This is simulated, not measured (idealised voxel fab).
The following process module bears the name voxel self aligned contacts.
Section cut is 160 nm wide and gridded with 5 nm square cells.
Notation: cross-section as square-cell grid; stated in bands, top first, going down; one or more cell rows per band.
It is stipulated that each band's entry specify, in nanometres, the height of the top of the band and then that of its bottom, followed by the materials of the band in left-to-right sequence, each together with its width in nanometres. A single material marked by the word "full width" is understood to fill the band from edge to edge; the word "blank" is understood to denote empty space.
Below 0: as-received wafer, all one material; heights counted from there. Lowest band: no bottom, goes on down, written "top 0, no bottom".
A width given as "30..40" starts at the first number in the band's top row and ends at the second number in its bottom row, shifting by an equal amount at every step from row to row.
Where a step carries "left unchanged", the cross-section came out of it unchanged, cell for cell.
"Unvented internal voids": empty spaces of 8 cells or more with no open way to the top, each given as width x height at distance, distance from the left edge, all in nm.
It should be noted that, on the line of a given step, the content following the step's settings is a remark produced by the simulator itself with respect to that step.
overlay nm, on a step with a mask: how far to the right of its planned place the mask lay; to the left if negative
The remainder of this document consists of a sequence of paired cross-sections. Each pair presents the cross-section prior to one process step together with the cross-section following it, the latter being rendered only as deep as the lowest band that underwent change. The intervening step, together with its settings, is stated beneath each pair. Because the pairs may originate from different runs of this module on the same starting wafer, a given pair is to be read as continuing from the preceding pair only where its entry headed "Before the step" so indicates.
Before the step
    top 0, no bottom: Si full width
    Unvented internal voids: none
Step Outcome
    top 5, bottom 0: SiO2 full width
    Everything below 0 is unchanged.
    Unvented internal voids: none
The process step separating the two cross-sections depicted above is as follows: CONFORMAL_DEP [material SiO2] [thk nm 5]
Before the step: the wafer arrives at this step looking as the after cross-section in the pair just above shows it.
Step Outcome
    top 25, bottom 5: polySi full width
    Everything below 5 is unchanged.
    Unvented internal voids: none
The process step separating the two cross-sections depicted above is as follows: DIRECTIONAL_DEP [material polySi] [thk nm 20]
Before the step: the wafer arrives at this step looking as the after cross-section in the pair just above shows it.
Step Outcome
    top 40, bottom 25: SiN full width
    Everything below 25 is unchanged.
    Unvented internal voids: none
The process step separating the two cross-sections depicted above is as follows: DIRECTIONAL_DEP [material SiN] [thk nm 15]
Before the step: the wafer arrives at this step looking as the after cross-section in the pair just above shows it.
Step Outcome
    top 55, bottom 40: aC full width
    Everything below 40 is unchanged.
    Unvented internal voids: none
The process step separating the two cross-sections depicted above is as follows: DIRECTIONAL_DEP [material aC] [thk nm 15]
Before the step: the wafer arrives at this step looking as the after cross-section in the pair just above shows it.
Step Outcome
    top 85, bottom 55: blank 30 nm  resist 30 nm  blank 35 nm  resist 30 nm  blank 35 nm
    Everything below 55 is unchanged.
    Unvented internal voids: none
The process step separating the two cross-sections depicted above is as follows: PATTERN [tone cover] [mask id GATE] [material resist] [width nm 30] [pitch nm 65] [thk nm 30] [overlay nm 0]
Before the step: the wafer arrives at this step looking as the after cross-section in the pair just above shows it.
Step Outcome
    top 70, bottom 55: blank 30 nm  resist 30 nm  blank 35 nm  resist 30 nm  blank 35 nm
    top 55, bottom 40: blank 30 nm  aC 30 nm  blank 35 nm  aC 30 nm  blank 35 nm
    Everything below 40 is unchanged.
    Unvented internal voids: none
The process step separating the two cross-sections depicted above is as follows: DIRECTIONAL_ETCH [etch materials aC] [depth nm 15]
Before the step: the wafer arrives at this step looking as the after cross-section in the pair just above shows it.
Step Outcome
    top 55, bottom 40: blank 30 nm  aC 30 nm  blank 35 nm  aC 30 nm  blank 35 nm
    Everything below 40 is unchanged.
    Unvented internal voids: none
The process step separating the two cross-sections depicted above is as follows: STRIP [etch materials resist]
Before the step: the wafer arrives at this step looking as the after cross-section in the pair just above shows it.
Step Outcome
    top 55, bottom 40: blank 30 nm  aC 30 nm  blank 35 nm  aC 30 nm  blank 35 nm
    top 40, bottom 25: blank 30 nm  SiN 30 nm  blank 35 nm  SiN 30 nm  blank 35 nm
    Everything below 25 is unchanged.
    Unvented internal voids: none
The process step separating the two cross-sections depicted above is as follows: DIRECTIONAL_ETCH [etch materials SiN] [depth nm 15]
Before the step: the wafer arrives at this step looking as the after cross-section in the pair just above shows it.
Step Outcome
    top 55, bottom 40: blank 30 nm  aC 30 nm  blank 35 nm  aC 30 nm  blank 35 nm
    top 40, bottom 25: blank 30 nm  SiN 30 nm  blank 35 nm  SiN 30 nm  blank 35 nm
    top 25, bottom 5: blank 30 nm  polySi 30 nm  blank 35 nm  polySi 30 nm  blank 35 nm
    Everything below 5 is unchanged.
    Unvented internal voids: none
The process step separating the two cross-sections depicted above is as follows: DIRECTIONAL_ETCH [etch materials polySi] [depth nm 20]
Before the step: the wafer arrives at this step looking as the after cross-section in the pair just above shows it.
Step Outcome
    top 40, bottom 25: blank 30 nm  SiN 30 nm  blank 35 nm  SiN 30 nm  blank 35 nm
    Everything below 25 is unchanged.
    Unvented internal voids: none
The process step separating the two cross-sections depicted above is as follows: STRIP [etch materials aC]
Before the step: the wafer arrives at this step looking as the after cross-section in the pair just above shows it.
Step Outcome
    top 45, bottom 25: blank 25 nm  SiN 40 nm  blank 25 nm  SiN 40 nm  blank 30 nm
    top 25, bottom 10: blank 25 nm  SiN 5 nm  polySi 30 nm  SiN 5 nm  blank 25 nm  SiN 5 nm  polySi 30 nm  SiN 5 nm  blank 30 nm
    top 10, bottom 5: SiN 30 nm  polySi 30 nm  SiN 35 nm  polySi 30 nm  SiN 35 nm
    Everything below 5 is unchanged.
    Unvented internal voids: none
The process step separating the two cross-sections depicted above is as follows: CONFORMAL_DEP [material SiN] [thk nm 5]
Before the step: the wafer arrives at this step looking as the after cross-section in the pair just above shows it.
Step Outcome
    top 40, bottom 25: blank 25 nm  SiN 40 nm  blank 25 nm  SiN 40 nm  blank 30 nm
    top 25, bottom 5: blank 25 nm  SiN 5 nm  polySi 30 nm  SiN 5 nm  blank 25 nm  SiN 5 nm  polySi 30 nm  SiN 5 nm  blank 30 nm
    Everything below 5 is unchanged.
    Unvented internal voids: none
The process step separating the two cross-sections depicted above is as follows: DIRECTIONAL_ETCH [etch materials SiN] [depth nm 5]
Before the step: the wafer arrives at this step looking as the after cross-section in the pair just above shows it.
Step Outcome
    top 55, bottom 40: SiO2 full width
    top 40, bottom 25: SiO2 25 nm  SiN 40 nm  SiO2 25 nm  SiN 40 nm  SiO2 30 nm
    top 25, bottom 5: SiO2 25 nm  SiN 5 nm  polySi 30 nm  SiN 5 nm  SiO2 25 nm  SiN 5 nm  polySi 30 nm  SiN 5 nm  SiO2 30 nm
    Everything below 5 is unchanged.
    Unvented internal voids: none
The process step separating the two cross-sections depicted above is as follows: FILL_DEP [material SiO2] [thk nm 15]
Before the step: the wafer arrives at this step looking as the after cross-section in the pair just above shows it.
Step Outcome
    top 45, bottom 40: SiO2 full width
    Everything below 40 is unchanged.
    Unvented internal voids: none
The process step separating the two cross-sections depicted above is as follows: CMP [height nm 45]
Before the step: the wafer arrives at this step looking as the after cross-section in the pair just above shows it.
Step Outcome
    top 60, bottom 45: aC full width
    Everything below 45 is unchanged.
    Unvented internal voids: none
The process step separating the two cross-sections depicted above is as follows: DIRECTIONAL_DEP [material aC] [thk nm 15]
Before the step: the wafer arrives at this step looking as the after cross-section in the pair just above shows it.
Step Outcome
    top 90, bottom 60: resist 55 nm  blank 45 nm  resist 60 nm
    Everything below 60 is unchanged.
    Unvented internal voids: none
The process step separating the two cross-sections depicted above is as follows: PATTERN [tone open] [mask id CONTACT] [material resist] [width nm 45] [thk nm 30] [overlay nm 0]
Before the step: the wafer arrives at this step looking as the after cross-section in the pair just above shows it.
Step Outcome
    top 75, bottom 60: resist 55 nm  blank 45 nm  resist 60 nm
    top 60, bottom 45: aC 55 nm  blank 45 nm  aC 60 nm
    Everything below 45 is unchanged.
    Unvented internal voids: none
The process step separating the two cross-sections depicted above is as follows: DIRECTIONAL_ETCH [etch materials aC] [depth nm 15]
Before the step: the wafer arrives at this step looking as the after cross-section in the pair just above shows it.
Step Outcome
    top 60, bottom 45: aC 55 nm  blank 45 nm  aC 60 nm
    Everything below 45 is unchanged.
    Unvented internal voids: none
The process step separating the two cross-sections depicted above is as follows: STRIP [etch materials resist]
Before the step: the wafer arrives at this step looking as the after cross-section in the pair just above shows it.
Step Outcome
    top 60, bottom 45: aC 55 nm  blank 45 nm  aC 60 nm
    top 45, bottom 40: SiO2 55 nm  blank 45 nm  SiO2 60 nm
    top 40, bottom 25: SiO2 25 nm  SiN 40 nm  blank 25 nm  SiN 40 nm  SiO2 30 nm
    top 25, bottom 5: SiO2 25 nm  SiN 5 nm  polySi 30 nm  SiN 5 nm  blank 25 nm  SiN 5 nm  polySi 30 nm  SiN 5 nm  SiO2 30 nm
    top 5, bottom 0: SiO2 65 nm  blank 25 nm  SiO2 70 nm
    Everything below 0 is unchanged.
    Unvented internal voids: none
The process step separating the two cross-sections depicted above is as follows: DIRECTIONAL_ETCH [etch materials SiO2] [depth nm 45]
Before the step: the wafer arrives at this step looking as the after cross-section in the pair just above shows it.
Step Outcome
    top 45, bottom 40: SiO2 55 nm  blank 45 nm  SiO2 60 nm
    Everything below 40 is unchanged.
    Unvented internal voids: none
The process step separating the two cross-sections depicted above is as follows: STRIP [etch materials aC]
Before the step: the wafer arrives at this step looking as the after cross-section in the pair just above shows it.
Step Outcome
    top 50, bottom 45: TiN 60 nm  blank 35 nm  TiN 65 nm
    top 45, bottom 40: SiO2 55 nm  TiN 15 nm  blank 15 nm  TiN 15 nm  SiO2 60 nm
    top 40, bottom 25: SiO2 25 nm  SiN 40 nm  TiN 5 nm  blank 15 nm  TiN 5 nm  SiN 40 nm  SiO2 30 nm
    top 25, bottom 5: SiO2 25 nm  SiN 5 nm  polySi 30 nm  SiN 5 nm  TiN 5 nm  blank 15 nm  TiN 5 nm  SiN 5 nm  polySi 30 nm  SiN 5 nm  SiO2 30 nm
    top 5, bottom 0: SiO2 65 nm  TiN 25 nm  SiO2 70 nm
    Everything below 0 is unchanged.
    Unvented internal voids: none
The process step separating the two cross-sections depicted above is as follows: CONFORMAL_DEP [material TiN] [thk nm 5]
Before the step: the wafer arrives at this step looking as the after cross-section in the pair just above shows it.
Step Outcome
    top 60, bottom 50: W full width
    top 50, bottom 45: TiN 60 nm  W 35 nm  TiN 65 nm
    top 45, bottom 40: SiO2 55 nm  TiN 15 nm  W 15 nm  TiN 15 nm  SiO2 60 nm
    top 40, bottom 25: SiO2 25 nm  SiN 40 nm  TiN 5 nm  W 15 nm  TiN 5 nm  SiN 40 nm  SiO2 30 nm
    top 25, bottom 5: SiO2 25 nm  SiN 5 nm  polySi 30 nm  SiN 5 nm  TiN 5 nm  W 15 nm  TiN 5 nm  SiN 5 nm  polySi 30 nm  SiN 5 nm  SiO2 30 nm
    Everything below 5 is unchanged.
    Unvented internal voids: none
The process step separating the two cross-sections depicted above is as follows: FILL_DEP [material W] [thk nm 10]
Before the step: the wafer arrives at this step looking as the after cross-section in the pair just above shows it.
Step Outcome
    top 45, bottom 40: SiO2 55 nm  TiN 15 nm  W 15 nm  TiN 15 nm  SiO2 60 nm
    Everything below 40 is unchanged.
    Unvented internal voids: none
The process step separating the two cross-sections depicted above is as follows: CMP [height nm 45]
Before the step: the wafer arrives at this step looking as the after cross-section in the pair just above shows it.
Step Outcome
    top 50, bottom 45: SiCN full width
    Everything below 45 is unchanged.
    Unvented internal voids: none
The process step separating the two cross-sections depicted above is as follows: CONFORMAL_DEP [material SiCN] [thk nm 5]
Before the step
    top 40, bottom 25: blank 30 nm  SiN 30 nm  blank 35 nm  SiN 30 nm  blank 35 nm
    top 25, bottom 5: blank 30 nm  polySi 30 nm  blank 35 nm  polySi 30 nm  blank 35 nm
    top 5, bottom 0: SiO2 full width
    top 0, no bottom: Si full width
    Unvented internal voids: none
Step Outcome
    top 35, bottom 25: blank 30 nm  SiN 30 nm  blank 35 nm  SiN 30 nm  blank 35 nm
    Everything below 25 is unchanged.
    Unvented internal voids: none
The process step separating the two cross-sections depicted above is as follows: DIRECTIONAL_ETCH [etch materials SiN] [depth nm 5]
Before the step: the wafer arrives at this step looking as the after cross-section in the pair just above shows it.
Step Outcome
    top 50, bottom 35: SiO2 full width
    top 35, bottom 25: SiO2 30 nm  SiN 30 nm  SiO2 35 nm  SiN 30 nm  SiO2 35 nm
    top 25, bottom 5: SiO2 30 nm  polySi 30 nm  SiO2 35 nm  polySi 30 nm  SiO2 35 nm
    Everything below 5 is unchanged.
    Unvented internal voids: none
The process step separating the two cross-sections depicted above is as follows: FILL_DEP [material SiO2] [thk nm 15]
Before the step: the wafer arrives at this step looking as the after cross-section in the pair just above shows it.
Step Outcome
    top 45, bottom 35: SiO2 full width
    Everything below 35 is unchanged.
    Unvented internal voids: none
The process step separating the two cross-sections depicted above is as follows: CMP [height nm 45]
Before the step: the wafer arrives at this step looking as the after cross-section in the pair just above shows it.
Step Outcome
    top 60, bottom 45: aC full width
    Everything below 45 is unchanged.
    Unvented internal voids: none
The process step separating the two cross-sections depicted above is as follows: DIRECTIONAL_DEP [material aC] [thk nm 15]
Before the step: the wafer arrives at this step looking as the after cross-section in the pair just above shows it.
Step Outcome
    top 90, bottom 60: resist 55 nm  blank 45 nm  resist 60 nm
    Everything below 60 is unchanged.
    Unvented internal voids: none
The process step separating the two cross-sections depicted above is as follows: PATTERN [tone open] [mask id CONTACT] [material resist] [width nm 45] [thk nm 30] [overlay nm 0]
Before the step: the wafer arrives at this step looking as the after cross-section in the pair just above shows it.
Step Outcome
    top 75, bottom 60: resist 55 nm  blank 45 nm  resist 60 nm
    top 60, bottom 45: aC 55 nm  blank 45 nm  aC 60 nm
    Everything below 45 is unchanged.
    Unvented internal voids: none
The process step separating the two cross-sections depicted above is as follows: DIRECTIONAL_ETCH [etch materials aC] [depth nm 15]
Before the step: the wafer arrives at this step looking as the after cross-section in the pair just above shows it.
Step Outcome
    top 60, bottom 45: aC 55 nm  blank 45 nm  aC 60 nm
    Everything below 45 is unchanged.
    Unvented internal voids: none
The process step separating the two cross-sections depicted above is as follows: STRIP [etch materials resist]
Before the step: the wafer arrives at this step looking as the after cross-section in the pair just above shows it.
Step Outcome
    top 60, bottom 45: aC 55 nm  blank 45 nm  aC 60 nm
    top 45, bottom 35: SiO2 55 nm  blank 45 nm  SiO2 60 nm
    top 35, bottom 25: SiO2 30 nm  SiN 30 nm  blank 35 nm  SiN 30 nm  SiO2 35 nm
    top 25, bottom 5: SiO2 30 nm  polySi 30 nm  blank 35 nm  polySi 30 nm  SiO2 35 nm
    top 5, bottom 0: SiO2 60 nm  blank 35 nm  SiO2 65 nm
    Everything below 0 is unchanged.
    Unvented internal voids: none
The process step separating the two cross-sections depicted above is as follows: DIRECTIONAL_ETCH [etch materials SiO2] [depth nm 45]
Before the step: the wafer arrives at this step looking as the after cross-section in the pair just above shows it.
Step Outcome
    top 45, bottom 35: SiO2 55 nm  blank 45 nm  SiO2 60 nm
    Everything below 35 is unchanged.
    Unvented internal voids: none
The process step separating the two cross-sections depicted above is as follows: STRIP [etch materials aC]
Before the step: the wafer arrives at this step looking as the after cross-section in the pair just above shows it.
Step Outcome
    top 50, bottom 45: TiN 60 nm  blank 35 nm  TiN 65 nm
    top 45, bottom 35: SiO2 55 nm  TiN 5..10 nm  blank 35..25 nm  TiN 5..10 nm  SiO2 60 nm
    top 35, bottom 25: SiO2 30 nm  SiN 30 nm  TiN 5 nm  blank 25 nm  TiN 5 nm  SiN 30 nm  SiO2 35 nm
    top 25, bottom 5: SiO2 30 nm  polySi 30 nm  TiN 5 nm  blank 25 nm  TiN 5 nm  polySi 30 nm  SiO2 35 nm
    top 5, bottom 0: SiO2 60 nm  TiN 35 nm  SiO2 65 nm
    Everything below 0 is unchanged.
    Unvented internal voids: none
The process step separating the two cross-sections depicted above is as follows: CONFORMAL_DEP [material TiN] [thk nm 5]
Before the step: the wafer arrives at this step looking as the after cross-section in the pair just above shows it.
Step Outcome
    top 60, bottom 50: W full width
    top 50, bottom 45: TiN 60 nm  W 35 nm  TiN 65 nm
    top 45, bottom 35: SiO2 55 nm  TiN 5..10 nm  W 35..25 nm  TiN 5..10 nm  SiO2 60 nm
    top 35, bottom 25: SiO2 30 nm  SiN 30 nm  TiN 5 nm  W 25 nm  TiN 5 nm  SiN 30 nm  SiO2 35 nm
    top 25, bottom 5: SiO2 30 nm  polySi 30 nm  TiN 5 nm  W 25 nm  TiN 5 nm  polySi 30 nm  SiO2 35 nm
    Everything below 5 is unchanged.
    Unvented internal voids: none
The process step separating the two cross-sections depicted above is as follows: FILL_DEP [material W] [thk nm 10]
Before the step: the wafer arrives at this step looking as the after cross-section in the pair just above shows it.
Step Outcome
    top 45, bottom 35: SiO2 55 nm  TiN 5..10 nm  W 35..25 nm  TiN 5..10 nm  SiO2 60 nm
    Everything below 35 is unchanged.
    Unvented internal voids: none
The process step separating the two cross-sections depicted above is as follows: CMP [height nm 45]
Before the step: the wafer arrives at this step looking as the after cross-section in the pair just above shows it.
Step Outcome
    top 50, bottom 45: SiCN full width
    Everything below 45 is unchanged.
    Unvented internal voids: none
The process step separating the two cross-sections depicted above is as follows: CONFORMAL_DEP [material SiCN] [thk nm 5]
Before the step
    top 25, bottom 5: polySi full width
    top 5, bottom 0: SiO2 full width
    top 0, no bottom: Si full width
    Unvented internal voids: none
Step Outcome
    top 45, bottom 5: polySi full width
    Everything below 5 is unchanged.
    Unvented internal voids: none
The process step separating the two cross-sections depicted above is as follows: DIRECTIONAL_DEP [material polySi] [thk nm 20]
Before the step: the wafer arrives at this step looking as the after cross-section in the pair just above shows it.
Step Outcome
    top 60, bottom 45: SiN full width
    Everything below 45 is unchanged.
    Unvented internal voids: none
The process step separating the two cross-sections depicted above is as follows: DIRECTIONAL_DEP [material SiN] [thk nm 15]
Before the step: the wafer arrives at this step looking as the after cross-section in the pair just above shows it.
Step Outcome
    top 75, bottom 60: aC full width
    Everything below 60 is unchanged.
    Unvented internal voids: none
The process step separating the two cross-sections depicted above is as follows: DIRECTIONAL_DEP [material aC] [thk nm 15]
Before the step: the wafer arrives at this step looking as the after cross-section in the pair just above shows it.
Step Outcome
    top 105, bottom 75: blank 30 nm  resist 30 nm  blank 35 nm  resist 30 nm  blank 35 nm
    Everything below 75 is unchanged.
    Unvented internal voids: none
The process step separating the two cross-sections depicted above is as follows: PATTERN [tone cover] [mask id GATE] [material resist] [width nm 30] [pitch nm 65] [thk nm 30] [overlay nm 0]
Before the step: the wafer arrives at this step looking as the after cross-section in the pair just above shows it.
Step Outcome
    top 90, bottom 75: blank 30 nm  resist 30 nm  blank 35 nm  resist 30 nm  blank 35 nm
    top 75, bottom 60: blank 30 nm  aC 30 nm  blank 35 nm  aC 30 nm  blank 35 nm
    Everything below 60 is unchanged.
    Unvented internal voids: none
The process step separating the two cross-sections depicted above is as follows: DIRECTIONAL_ETCH [etch materials aC] [depth nm 15]
Before the step: the wafer arrives at this step looking as the after cross-section in the pair just above shows it.
Step Outcome
    top 75, bottom 60: blank 30 nm  aC 30 nm  blank 35 nm  aC 30 nm  blank 35 nm
    Everything below 60 is unchanged.
    Unvented internal voids: none
The process step separating the two cross-sections depicted above is as follows: STRIP [etch materials resist]
Before the step: the wafer arrives at this step looking as the after cross-section in the pair just above shows it.
Step Outcome
    top 75, bottom 60: blank 30 nm  aC 30 nm  blank 35 nm  aC 30 nm  blank 35 nm
    top 60, bottom 45: blank 30 nm  SiN 30 nm  blank 35 nm  SiN 30 nm  blank 35 nm
    Everything below 45 is unchanged.
    Unvented internal voids: none
The process step separating the two cross-sections depicted above is as follows: DIRECTIONAL_ETCH [etch materials SiN] [depth nm 15]
Before the step: the wafer arrives at this step looking as the after cross-section in the pair just above shows it.
Step Outcome
    top 75, bottom 60: blank 30 nm  aC 30 nm  blank 35 nm  aC 30 nm  blank 35 nm
    top 60, bottom 45: blank 30 nm  SiN 30 nm  blank 35 nm  SiN 30 nm  blank 35 nm
    top 45, bottom 25: blank 30 nm  polySi 30 nm  blank 35 nm  polySi 30 nm  blank 35 nm
    Everything below 25 is unchanged.
    Unvented internal voids: none
The process step separating the two cross-sections depicted above is as follows: DIRECTIONAL_ETCH [etch materials polySi] [depth nm 20]
Before the step: the wafer arrives at this step looking as the after cross-section in the pair just above shows it.
Step Outcome
    top 60, bottom 45: blank 30 nm  SiN 30 nm  blank 35 nm  SiN 30 nm  blank 35 nm
    Everything below 45 is unchanged.
    Unvented internal voids: none
The process step separating the two cross-sections depicted above is as follows: STRIP [etch materials aC]
Before the step: the wafer arrives at this step looking as the after cross-section in the pair just above shows it.
Step Outcome
    top 65, bottom 45: blank 25 nm  SiN 40 nm  blank 25 nm  SiN 40 nm  blank 30 nm
    top 45, bottom 30: blank 25 nm  SiN 5 nm  polySi 30 nm  SiN 5 nm  blank 25 nm  SiN 5 nm  polySi 30 nm  SiN 5 nm  blank 30 nm
    top 30, bottom 25: SiN 30 nm  polySi 30 nm  SiN 35 nm  polySi 30 nm  SiN 35 nm
    Everything below 25 is unchanged.
    Unvented internal voids: none
The process step separating the two cross-sections depicted above is as follows: CONFORMAL_DEP [material SiN] [thk nm 5]
Before the step: the wafer arrives at this step looking as the after cross-section in the pair just above shows it.
Step Outcome
    top 60, bottom 45: blank 25 nm  SiN 40 nm  blank 25 nm  SiN 40 nm  blank 30 nm
    top 45, bottom 25: blank 25 nm  SiN 5 nm  polySi 30 nm  SiN 5 nm  blank 25 nm  SiN 5 nm  polySi 30 nm  SiN 5 nm  blank 30 nm
    Everything below 25 is unchanged.
    Unvented internal voids: none
The process step separating the two cross-sections depicted above is as follows: DIRECTIONAL_ETCH [etch materials SiN] [depth nm 5]
Before the step: the wafer arrives at this step looking as the after cross-section in the pair just above shows it.
Step Outcome
    top 75, bottom 60: SiO2 full width
    top 60, bottom 45: SiO2 25 nm  SiN 40 nm  SiO2 25 nm  SiN 40 nm  SiO2 30 nm
    top 45, bottom 25: SiO2 25 nm  SiN 5 nm  polySi 30 nm  SiN 5 nm  SiO2 25 nm  SiN 5 nm  polySi 30 nm  SiN 5 nm  SiO2 30 nm
    Everything below 25 is unchanged.
    Unvented internal voids: none
The process step separating the two cross-sections depicted above is as follows: FILL_DEP [material SiO2] [thk nm 15]
Before the step: the wafer arrives at this step looking as the after cross-section in the pair just above shows it.
Step Outcome
    top 45, bottom 25: SiO2 25 nm  SiN 5 nm  polySi 30 nm  SiN 5 nm  SiO2 25 nm  SiN 5 nm  polySi 30 nm  SiN 5 nm  SiO2 30 nm
    Everything below 25 is unchanged.
    Unvented internal voids: none
The process step separating the two cross-sections depicted above is as follows: CMP [height nm 45]
Before the step: the wafer arrives at this step looking as the after cross-section in the pair just above shows it.
Step Outcome
    top 60, bottom 45: aC full width
    Everything below 45 is unchanged.
    Unvented internal voids: none
The process step separating the two cross-sections depicted above is as follows: DIRECTIONAL_DEP [material aC] [thk nm 15]
Before the step: the wafer arrives at this step looking as the after cross-section in the pair just above shows it.
Step Outcome
    top 90, bottom 60: resist 55 nm  blank 45 nm  resist 60 nm
    Everything below 60 is unchanged.
    Unvented internal voids: none
The process step separating the two cross-sections depicted above is as follows: PATTERN [tone open] [mask id CONTACT] [material resist] [width nm 45] [thk nm 30] [overlay nm 0]
Before the step: the wafer arrives at this step looking as the after cross-section in the pair just above shows it.
Step Outcome
    top 75, bottom 60: resist 55 nm  blank 45 nm  resist 60 nm
    top 60, bottom 45: aC 55 nm  blank 45 nm  aC 60 nm
    Everything below 45 is unchanged.
    Unvented internal voids: none
The process step separating the two cross-sections depicted above is as follows: DIRECTIONAL_ETCH [etch materials aC] [depth nm 15]
Before the step: the wafer arrives at this step looking as the after cross-section in the pair just above shows it.
Step Outcome
    top 60, bottom 45: aC 55 nm  blank 45 nm  aC 60 nm
    Everything below 45 is unchanged.
    Unvented internal voids: none
The process step separating the two cross-sections depicted above is as follows: STRIP [etch materials resist]
Before the step: the wafer arrives at this step looking as the after cross-section in the pair just above shows it.
Step Outcome
    top 60, bottom 45: aC 55 nm  blank 45 nm  aC 60 nm
    top 45, bottom 25: SiO2 25 nm  SiN 5 nm  polySi 30 nm  SiN 5 nm  blank 25 nm  SiN 5 nm  polySi 30 nm  SiN 5 nm  SiO2 30 nm
    Everything below 25 is unchanged.
    Unvented internal voids: none
The process step separating the two cross-sections depicted above is as follows: DIRECTIONAL_ETCH [etch materials SiO2] [depth nm 45]
Before the step: the wafer arrives at this step looking as the after cross-section in the pair just above shows it.
Step Outcome
    top 45, bottom 25: SiO2 25 nm  SiN 5 nm  polySi 30 nm  SiN 5 nm  blank 25 nm  SiN 5 nm  polySi 30 nm  SiN 5 nm  SiO2 30 nm
    Everything below 25 is unchanged.
    Unvented internal voids: none
The process step separating the two cross-sections depicted above is as follows: STRIP [etch materials aC]
Before the step: the wafer arrives at this step looking as the after cross-section in the pair just above shows it.
Step Outcome
    top 50, bottom 45: TiN 70 nm  blank 15 nm  TiN 75 nm
    top 45, bottom 30: SiO2 25 nm  SiN 5 nm  polySi 30 nm  SiN 5 nm  TiN 5 nm  blank 15 nm  TiN 5 nm  SiN 5 nm  polySi 30 nm  SiN 5 nm  SiO2 30 nm
    top 30, bottom 25: SiO2 25 nm  SiN 5 nm  polySi 30 nm  SiN 5 nm  TiN 25 nm  SiN 5 nm  polySi 30 nm  SiN 5 nm  SiO2 30 nm
    Everything below 25 is unchanged.
    Unvented internal voids: none
The process step separating the two cross-sections depicted above is as follows: CONFORMAL_DEP [material TiN] [thk nm 5]
Before the step: the wafer arrives at this step looking as the after cross-section in the pair just above shows it.
Step Outcome
    top 60, bottom 50: W full width
    top 50, bottom 45: TiN 70 nm  W 15 nm  TiN 75 nm
    top 45, bottom 30: SiO2 25 nm  SiN 5 nm  polySi 30 nm  SiN 5 nm  TiN 5 nm  W 15 nm  TiN 5 nm  SiN 5 nm  polySi 30 nm  SiN 5 nm  SiO2 30 nm
    Everything below 30 is unchanged.
    Unvented internal voids: none
The process step separating the two cross-sections depicted above is as follows: FILL_DEP [material W] [thk nm 10]
Before the step: the wafer arrives at this step looking as the after cross-section in the pair just above shows it.
Step Outcome
    top 45, bottom 30: SiO2 25 nm  SiN 5 nm  polySi 30 nm  SiN 5 nm  TiN 5 nm  W 15 nm  TiN 5 nm  SiN 5 nm  polySi 30 nm  SiN 5 nm  SiO2 30 nm
    Everything below 30 is unchanged.
    Unvented internal voids: none
The process step separating the two cross-sections depicted above is as follows: CMP [height nm 45]
Before the step: the wafer arrives at this step looking as the after cross-section in the pair just above shows it.
Step Outcome
    top 50, bottom 45: SiCN full width
    Everything below 45 is unchanged.
    Unvented internal voids: none
The process step separating the two cross-sections depicted above is as follows: CONFORMAL_DEP [material SiCN] [thk nm 5]
Before the step
    top 0, no bottom: Si full width
    Unvented internal voids: none
Step Outcome
    top 20, bottom 0: polySi full width
    Everything below 0 is unchanged.
    Unvented internal voids: none
The process step separating the two cross-sections depicted above is as follows: DIRECTIONAL_DEP [material polySi] [thk nm 20]
Before the step: the wafer arrives at this step looking as the after cross-section in the pair just above shows it.
Step Outcome
    top 25, bottom 20: SiO2 full width
    Everything below 20 is unchanged.
    Unvented internal voids: none
The process step separating the two cross-sections depicted above is as follows: CONFORMAL_DEP [material SiO2] [thk nm 5]
Before the step: the wafer arrives at this step looking as the after cross-section in the pair just above shows it.
Step Outcome
    top 40, bottom 25: SiN full width
    Everything below 25 is unchanged.
    Unvented internal voids: none
The process step separating the two cross-sections depicted above is as follows: DIRECTIONAL_DEP [material SiN] [thk nm 15]
Before the step: the wafer arrives at this step looking as the after cross-section in the pair just above shows it.
Step Outcome
    top 55, bottom 40: aC full width
    Everything below 40 is unchanged.
    Unvented internal voids: none
The process step separating the two cross-sections depicted above is as follows: DIRECTIONAL_DEP [material aC] [thk nm 15]
Before the step: the wafer arrives at this step looking as the after cross-section in the pair just above shows it.
Step Outcome
    top 85, bottom 55: blank 30 nm  resist 30 nm  blank 35 nm  resist 30 nm  blank 35 nm
    Everything below 55 is unchanged.
    Unvented internal voids: none
The process step separating the two cross-sections depicted above is as follows: PATTERN [tone cover] [mask id GATE] [material resist] [width nm 30] [pitch nm 65] [thk nm 30] [overlay nm 0]
Before the step: the wafer arrives at this step looking as the after cross-section in the pair just above shows it.
Step Outcome
    top 70, bottom 55: blank 30 nm  resist 30 nm  blank 35 nm  resist 30 nm  blank 35 nm
    top 55, bottom 40: blank 30 nm  aC 30 nm  blank 35 nm  aC 30 nm  blank 35 nm
    Everything below 40 is unchanged.
    Unvented internal voids: none
The process step separating the two cross-sections depicted above is as follows: DIRECTIONAL_ETCH [etch materials aC] [depth nm 15]
Before the step: the wafer arrives at this step looking as the after cross-section in the pair just above shows it.
Step Outcome
    top 55, bottom 40: blank 30 nm  aC 30 nm  blank 35 nm  aC 30 nm  blank 35 nm
    Everything below 40 is unchanged.
    Unvented internal voids: none
The process step separating the two cross-sections depicted above is as follows: STRIP [etch materials resist]
Before the step: the wafer arrives at this step looking as the after cross-section in the pair just above shows it.
Step Outcome
    top 55, bottom 40: blank 30 nm  aC 30 nm  blank 35 nm  aC 30 nm  blank 35 nm
    top 40, bottom 25: blank 30 nm  SiN 30 nm  blank 35 nm  SiN 30 nm  blank 35 nm
    Everything below 25 is unchanged.
    Unvented internal voids: none
The process step separating the two cross-sections depicted above is as follows: DIRECTIONAL_ETCH [etch materials SiN] [depth nm 15]
Before the step: the wafer arrives at this step looking as the after cross-section in the pair just above shows it.
Step Outcome
    top 40, bottom 25: blank 30 nm  SiN 30 nm  blank 35 nm  SiN 30 nm  blank 35 nm
    Everything below 25 is unchanged.
    Unvented internal voids: none
The process step separating the two cross-sections depicted above is as follows: STRIP [etch materials aC]
Before the step: the wafer arrives at this step looking as the after cross-section in the pair just above shows it.
Step Outcome
    top 45, bottom 30: blank 25 nm  SiN 40 nm  blank 25 nm  SiN 40 nm  blank 30 nm
    top 30, bottom 25: SiN full width
    Everything below 25 is unchanged.
    Unvented internal voids: none
The process step separating the two cross-sections depicted above is as follows: CONFORMAL_DEP [material SiN] [thk nm 5]
Before the step: the wafer arrives at this step looking as the after cross-section in the pair just above shows it.
Step Outcome
    top 40, bottom 25: blank 25 nm  SiN 40 nm  blank 25 nm  SiN 40 nm  blank 30 nm
    Everything below 25 is unchanged.
    Unvented internal voids: none
The process step separating the two cross-sections depicted above is as follows: DIRECTIONAL_ETCH [etch materials SiN] [depth nm 5]
